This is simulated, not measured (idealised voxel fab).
Presented below is a process module, voxel wiring stack.
We display cut, a cross-section 175 nm in width whose square cells are each 5 nm.
For the purposes of this document, a cross-section shall be understood as a grid of square cells, specified as bands listed in top-to-bottom order, each band consisting of one or more rows of cells.
Band entry format. Leading values: height of top, height of bottom, nm. Remainder: materials in left-to-right order, each with its width in nm. Special words: "throughout" on a single material, which then fills the band edge to edge; "blank", empty space.
The level at which height equals 0 is the one under which the wafer, as it arrives, is entirely one material. No lower edge exists for the bottom band, which continues downward and is notated as in "0..down".
With a width like "30..40", each row of cells in the band differs from the next by the same amount, the top row carrying the first number and the bottom row the second.
"no modification" (step): cross-section cells unchanged, all of them.
If an empty space has no open way to the top and is at least 8 cells in size, "closed voids" lists it, written width x height at distance, where distance is measured from the left edge and every value is in nm.
Note: text after step settings on the step line = simulator remark on that step.
"overlay nm", when on a step's line for a step with a mask, measures how far to the right of its planned place the mask lay; a negative measure means to the left.
This section lists the process steps that were planned:
step 1: RECEIVE (material Si)
step 2: CONFORMAL_DEP (material SiO2; thk nm 15)
step 3: DIRECTIONAL_DEP (material TiN; thk nm 5)
step 4: DIRECTIONAL_DEP (material Ru; thk nm 20)
step 5: PATTERN (tone cover; mask id METAL_1; material resist; width nm 25; pitch nm 50; thk nm 20; overlay nm 0)
step 6: DIRECTIONAL_ETCH (etch materials Ru; depth nm 20)
step 7: DIRECTIONAL_ETCH (etch materials TiN; depth nm 5)
step 8: STRIP (etch materials resist)
step 9: CONFORMAL_DEP (material SiN; thk nm 5)
step 10: FILL_DEP (material lowk; thk nm 10)
step 11: CMP (height nm 40)
step 12: CONFORMAL_DEP (material SiCN; thk nm 5)
step 13: DIRECTIONAL_DEP (material lowk; thk nm 30)
step 14: PATTERN (tone open; mask id METAL_2; material resist; width nm 25; pitch nm 50; thk nm 15; overlay nm 0)
step 15: DIRECTIONAL_ETCH (etch materials lowk; depth nm 15)
step 16: STRIP (etch materials resist)
step 17: DIRECTIONAL_DEP (material aC; thk nm 15)
step 18: PATTERN (tone open; mask id METAL_2_HOLES; material resist; width nm 15; pitch nm 50; thk nm 35; overlay nm 0)
step 19: DIRECTIONAL_ETCH (etch materials aC; depth nm 15)
step 20: STRIP (etch materials resist)
step 21: DIRECTIONAL_ETCH (etch materials lowk; depth nm 15)
step 22: DIRECTIONAL_ETCH (etch materials SiCN; depth nm 5)
step 23: STRIP (etch materials aC)
step 24: CONFORMAL_DEP (material TiN; thk nm 5)
step 25: FILL_DEP (material Cu; thk nm 5)
step 26: CMP (height nm 75)
step 27: CONFORMAL_DEP (material SiCN; thk nm 5)
Of two wafers, the first: run according to plan:
Cross-section of the wafer at receipt, which is the condition after step 1:
	0..down = Si throughout
	closed voids: none
Wafer xsec, post step 2:
	15..0 = SiO2 throughout
	Heights below 0 show no change.
Wafer xsec, post step 3:
	20..15 = TiN throughout
	Heights below 15 show no change.
Wafer xsec, post step 4:
	40..20 = Ru throughout
	Heights below 20 show no change.
Wafer xsec, post step 5:
	60..40 = blank (25)  resist (25)  blank (25)  resist (25)  blank (25)  resist (25)  blank (25)
	Heights below 40 show no change.
Wafer xsec, post step 6:
	60..40 = blank (25)  resist (25)  blank (25)  resist (25)  blank (25)  resist (25)  blank (25)
	40..20 = blank (25)  Ru (25)  blank (25)  Ru (25)  blank (25)  Ru (25)  blank (25)
	Heights below 20 show no change.
Wafer xsec, post step 7:
	60..40 = blank (25)  resist (25)  blank (25)  resist (25)  blank (25)  resist (25)  blank (25)
	40..20 = blank (25)  Ru (25)  blank (25)  Ru (25)  blank (25)  Ru (25)  blank (25)
	20..15 = blank (25)  TiN (25)  blank (25)  TiN (25)  blank (25)  TiN (25)  blank (25)
	Heights below 15 show no change.
Wafer xsec, post step 8:
	40..20 = blank (25)  Ru (25)  blank (25)  Ru (25)  blank (25)  Ru (25)  blank (25)
	Heights below 20 show no change.
Wafer xsec, post step 9:
	45..40 = blank (20)  SiN (35)  blank (15)  SiN (35)  blank (15)  SiN (35)  blank (20)
	40..20 = blank (20)  SiN (5)  Ru (25)  SiN (5)  blank (15)  SiN (5)  Ru (25)  SiN (5)  blank (15)  SiN (5)  Ru (25)  SiN (5)  blank (20)
	20..15 = SiN (25)  TiN (25)  SiN (25)  TiN (25)  SiN (25)  TiN (25)  SiN (25)
	Heights below 15 show no change.
Wafer xsec, post step 10:
	55..45 = lowk throughout
	45..40 = lowk (20)  SiN (35)  lowk (15)  SiN (35)  lowk (15)  SiN (35)  lowk (20)
	40..20 = lowk (20)  SiN (5)  Ru (25)  SiN (5)  lowk (15)  SiN (5)  Ru (25)  SiN (5)  lowk (15)  SiN (5)  Ru (25)  SiN (5)  lowk (20)
	Heights below 20 show no change.
Wafer xsec, post step 11:
	40..20 = lowk (20)  SiN (5)  Ru (25)  SiN (5)  lowk (15)  SiN (5)  Ru (25)  SiN (5)  lowk (15)  SiN (5)  Ru (25)  SiN (5)  lowk (20)
	Heights below 20 show no change.
Wafer xsec, post step 12:
	45..40 = SiCN throughout
	Heights below 40 show no change.
Wafer xsec, post step 13:
	75..45 = lowk throughout
	Heights below 45 show no change.
Wafer xsec, post step 14:
	90..75 = resist (25)  blank (25)  resist (25)  blank (25)  resist (25)  blank (25)  resist (25)
	Heights below 75 show no change.
Wafer xsec, post step 15:
	90..75 = resist (25)  blank (25)  resist (25)  blank (25)  resist (25)  blank (25)  resist (25)
	75..60 = lowk (25)  blank (25)  lowk (25)  blank (25)  lowk (25)  blank (25)  lowk (25)
	Heights below 60 show no change.
Wafer xsec, post step 16:
	75..60 = lowk (25)  blank (25)  lowk (25)  blank (25)  lowk (25)  blank (25)  lowk (25)
	Heights below 60 show no change.
Wafer xsec, post step 17:
	90..75 = aC (25)  blank (25)  aC (25)  blank (25)  aC (25)  blank (25)  aC (25)
	75..60 = lowk (25)  aC (25)  lowk (25)  aC (25)  lowk (25)  aC (25)  lowk (25)
	Heights below 60 show no change.
Wafer xsec, post step 18:
	125..90 = resist (25)  blank (15)  resist (35)  blank (15)  resist (35)  blank (15)  resist (35)
	90..75 = aC (25)  blank (15)  resist (10)  aC (25)  blank (15)  resist (10)  aC (25)  blank (15)  resist (10)  aC (25)
	Heights below 75 show no change.
Wafer xsec, post step 19:
	110..90 = resist (25)  blank (15)  resist (35)  blank (15)  resist (35)  blank (15)  resist (35)
	90..75 = aC (25)  blank (15)  resist (10)  aC (25)  blank (15)  resist (10)  aC (25)  blank (15)  resist (10)  aC (25)
	75..60 = lowk (25)  blank (15)  aC (10)  lowk (25)  blank (15)  aC (10)  lowk (25)  blank (15)  aC (10)  lowk (25)
	Heights below 60 show no change.
Wafer xsec, post step 20:
	90..75 = aC (25)  blank (25)  aC (25)  blank (25)  aC (25)  blank (25)  aC (25)
	Heights below 75 show no change.
Wafer xsec, post step 21:
	90..75 = aC (25)  blank (25)  aC (25)  blank (25)  aC (25)  blank (25)  aC (25)
	75..60 = lowk (25)  blank (15)  aC (10)  lowk (25)  blank (15)  aC (10)  lowk (25)  blank (15)  aC (10)  lowk (25)
	60..45 = lowk (25)  blank (15)  lowk (35)  blank (15)  lowk (35)  blank (15)  lowk (35)
	Heights below 45 show no change.
Wafer xsec, post step 22:
	90..75 = aC (25)  blank (25)  aC (25)  blank (25)  aC (25)  blank (25)  aC (25)
	75..60 = lowk (25)  blank (15)  aC (10)  lowk (25)  blank (15)  aC (10)  lowk (25)  blank (15)  aC (10)  lowk (25)
	60..45 = lowk (25)  blank (15)  lowk (35)  blank (15)  lowk (35)  blank (15)  lowk (35)
	45..40 = SiCN (25)  blank (15)  SiCN (35)  blank (15)  SiCN (35)  blank (15)  SiCN (35)
	Heights below 40 show no change.
Wafer xsec, post step 23:
	75..60 = lowk (25)  blank (25)  lowk (25)  blank (25)  lowk (25)  blank (25)  lowk (25)
	Heights below 60 show no change.
Wafer xsec, post step 24:
	80..75 = TiN (30)  blank (15)  TiN (35)  blank (15)  TiN (35)  blank (15)  TiN (30)
	75..65 = lowk (25)  TiN (5)  blank (15)  TiN (5)  lowk (25)  TiN (5)  blank (15)  TiN (5)  lowk (25)  TiN (5)  blank (15)  TiN (5)  lowk (25)
	65..60 = lowk (25)  TiN (5)  blank (5)  TiN (15)  lowk (25)  TiN (5)  blank (5)  TiN (15)  lowk (25)  TiN (5)  blank (5)  TiN (15)  lowk (25)
	60..45 = lowk (25)  TiN (5)  blank (5)  TiN (5)  lowk (35)  TiN (5)  blank (5)  TiN (5)  lowk (35)  TiN (5)  blank (5)  TiN (5)  lowk (35)
	45..40 = SiCN (25)  TiN (15)  SiCN (35)  TiN (15)  SiCN (35)  TiN (15)  SiCN (35)
	Heights below 40 show no change.
Wafer xsec, post step 25:
	85..80 = Cu throughout
	80..75 = TiN (30)  Cu (15)  TiN (35)  Cu (15)  TiN (35)  Cu (15)  TiN (30)
	75..65 = lowk (25)  TiN (5)  Cu (15)  TiN (5)  lowk (25)  TiN (5)  Cu (15)  TiN (5)  lowk (25)  TiN (5)  Cu (15)  TiN (5)  lowk (25)
	65..60 = lowk (25)  TiN (5)  Cu (5)  TiN (15)  lowk (25)  TiN (5)  Cu (5)  TiN (15)  lowk (25)  TiN (5)  Cu (5)  TiN (15)  lowk (25)
	60..45 = lowk (25)  TiN (5)  Cu (5)  TiN (5)  lowk (35)  TiN (5)  Cu (5)  TiN (5)  lowk (35)  TiN (5)  Cu (5)  TiN (5)  lowk (35)
	Heights below 45 show no change.
Wafer xsec, post step 26:
	75..65 = lowk (25)  TiN (5)  Cu (15)  TiN (5)  lowk (25)  TiN (5)  Cu (15)  TiN (5)  lowk (25)  TiN (5)  Cu (15)  TiN (5)  lowk (25)
	Heights below 65 show no change.
Wafer xsec, post step 27:
	80..75 = SiCN throughout
	Heights below 75 show no change.
second wafer: like start, like plan, one mistake. Through step 10 it matches the first wafer:
Cross-sectional representation of the second wafer at the time designated in the plan for the completion of step 11: no modification
Cross-sectional representation of the second wafer at the time designated in the plan for the completion of step 12:
	60..55 = SiCN throughout
	Heights below 55 show no change.
Cross-sectional representation of the second wafer at the time designated in the plan for the completion of step 13:
	90..60 = lowk throughout
	Heights below 60 show no change.
Cross-sectional representation of the second wafer at the time designated in the plan for the completion of step 14:
	105..90 = resist (25)  blank (25)  resist (25)  blank (25)  resist (25)  blank (25)  resist (25)
	Heights below 90 show no change.
Cross-sectional representation of the second wafer at the time designated in the plan for the completion of step 15:
	105..90 = resist (25)  blank (25)  resist (25)  blank (25)  resist (25)  blank (25)  resist (25)
	90..75 = lowk (25)  blank (25)  lowk (25)  blank (25)  lowk (25)  blank (25)  lowk (25)
	Heights below 75 show no change.
Cross-sectional representation of the second wafer at the time designated in the plan for the completion of step 16:
	90..75 = lowk (25)  blank (25)  lowk (25)  blank (25)  lowk (25)  blank (25)  lowk (25)
	Heights below 75 show no change.
Cross-sectional representation of the second wafer at the time designated in the plan for the completion of step 17:
	105..90 = aC (25)  blank (25)  aC (25)  blank (25)  aC (25)  blank (25)  aC (25)
	90..75 = lowk (25)  aC (25)  lowk (25)  aC (25)  lowk (25)  aC (25)  lowk (25)
	Heights below 75 show no change.
Cross-sectional representation of the second wafer at the time designated in the plan for the completion of step 18:
	140..105 = resist (25)  blank (15)  resist (35)  blank (15)  resist (35)  blank (15)  resist (35)
	105..90 = aC (25)  blank (15)  resist (10)  aC (25)  blank (15)  resist (10)  aC (25)  blank (15)  resist (10)  aC (25)
	Heights below 90 show no change.
Cross-sectional representation of the second wafer at the time designated in the plan for the completion of step 19:
	125..105 = resist (25)  blank (15)  resist (35)  blank (15)  resist (35)  blank (15)  resist (35)
	105..90 = aC (25)  blank (15)  resist (10)  aC (25)  blank (15)  resist (10)  aC (25)  blank (15)  resist (10)  aC (25)
	90..75 = lowk (25)  blank (15)  aC (10)  lowk (25)  blank (15)  aC (10)  lowk (25)  blank (15)  aC (10)  lowk (25)
	Heights below 75 show no change.
Cross-sectional representation of the second wafer at the time designated in the plan for the completion of step 20:
	105..90 = aC (25)  blank (25)  aC (25)  blank (25)  aC (25)  blank (25)  aC (25)
	Heights below 90 show no change.
Cross-sectional representation of the second wafer at the time designated in the plan for the completion of step 21:
	105..90 = aC (25)  blank (25)  aC (25)  blank (25)  aC (25)  blank (25)  aC (25)
	90..75 = lowk (25)  blank (15)  aC (10)  lowk (25)  blank (15)  aC (10)  lowk (25)  blank (15)  aC (10)  lowk (25)
	75..60 = lowk (25)  blank (15)  lowk (35)  blank (15)  lowk (35)  blank (15)  lowk (35)
	Heights below 60 show no change.
Cross-sectional representation of the second wafer at the time designated in the plan for the completion of step 22:
	105..90 = aC (25)  blank (25)  aC (25)  blank (25)  aC (25)  blank (25)  aC (25)
	90..75 = lowk (25)  blank (15)  aC (10)  lowk (25)  blank (15)  aC (10)  lowk (25)  blank (15)  aC (10)  lowk (25)
	75..60 = lowk (25)  blank (15)  lowk (35)  blank (15)  lowk (35)  blank (15)  lowk (35)
	60..55 = SiCN (25)  blank (15)  SiCN (35)  blank (15)  SiCN (35)  blank (15)  SiCN (35)
	Heights below 55 show no change.
Cross-sectional representation of the second wafer at the time designated in the plan for the completion of step 23:
	90..75 = lowk (25)  blank (25)  lowk (25)  blank (25)  lowk (25)  blank (25)  lowk (25)
	Heights below 75 show no change.
Cross-sectional representation of the second wafer at the time designated in the plan for the completion of step 24:
	95..90 = TiN (30)  blank (15)  TiN (35)  blank (15)  TiN (35)  blank (15)  TiN (30)
	90..80 = lowk (25)  TiN (5)  blank (15)  TiN (5)  lowk (25)  TiN (5)  blank (15)  TiN (5)  lowk (25)  TiN (5)  blank (15)  TiN (5)  lowk (25)
	80..75 = lowk (25)  TiN (5)  blank (5)  TiN (15)  lowk (25)  TiN (5)  blank (5)  TiN (15)  lowk (25)  TiN (5)  blank (5)  TiN (15)  lowk (25)
	75..60 = lowk (25)  TiN (5)  blank (5)  TiN (5)  lowk (35)  TiN (5)  blank (5)  TiN (5)  lowk (35)  TiN (5)  blank (5)  TiN (5)  lowk (35)
	60..55 = SiCN (25)  TiN (15)  SiCN (35)  TiN (15)  SiCN (35)  TiN (15)  SiCN (35)
	Heights below 55 show no change.
Cross-sectional representation of the second wafer at the time designated in the plan for the completion of step 25:
	100..95 = Cu throughout
	95..90 = TiN (30)  Cu (15)  TiN (35)  Cu (15)  TiN (35)  Cu (15)  TiN (30)
	90..80 = lowk (25)  TiN (5)  Cu (15)  TiN (5)  lowk (25)  TiN (5)  Cu (15)  TiN (5)  lowk (25)  TiN (5)  Cu (15)  TiN (5)  lowk (25)
	80..75 = lowk (25)  TiN (5)  Cu (5)  TiN (15)  lowk (25)  TiN (5)  Cu (5)  TiN (15)  lowk (25)  TiN (5)  Cu (5)  TiN (15)  lowk (25)
	75..60 = lowk (25)  TiN (5)  Cu (5)  TiN (5)  lowk (35)  TiN (5)  Cu (5)  TiN (5)  lowk (35)  TiN (5)  Cu (5)  TiN (5)  lowk (35)
	Heights below 60 show no change.
Cross-sectional representation of the second wafer at the time designated in the plan for the completion of step 26:
	75..60 = lowk (25)  TiN (5)  Cu (5)  TiN (5)  lowk (35)  TiN (5)  Cu (5)  TiN (5)  lowk (35)  TiN (5)  Cu (5)  TiN (5)  lowk (35)
	Heights below 60 show no change.
Cross-sectional representation of the second wafer at the time designated in the plan for the completion of step 27:
	80..75 = SiCN throughout
	Heights below 75 show no change.
Plan not followed: step 11 was dropped from the plan's execution and never run
Looking at both finished wafers in cells, the second ends up ahead of or behind the first on some materials: Cu -21; SiN +21; TiN -24; lowk +24
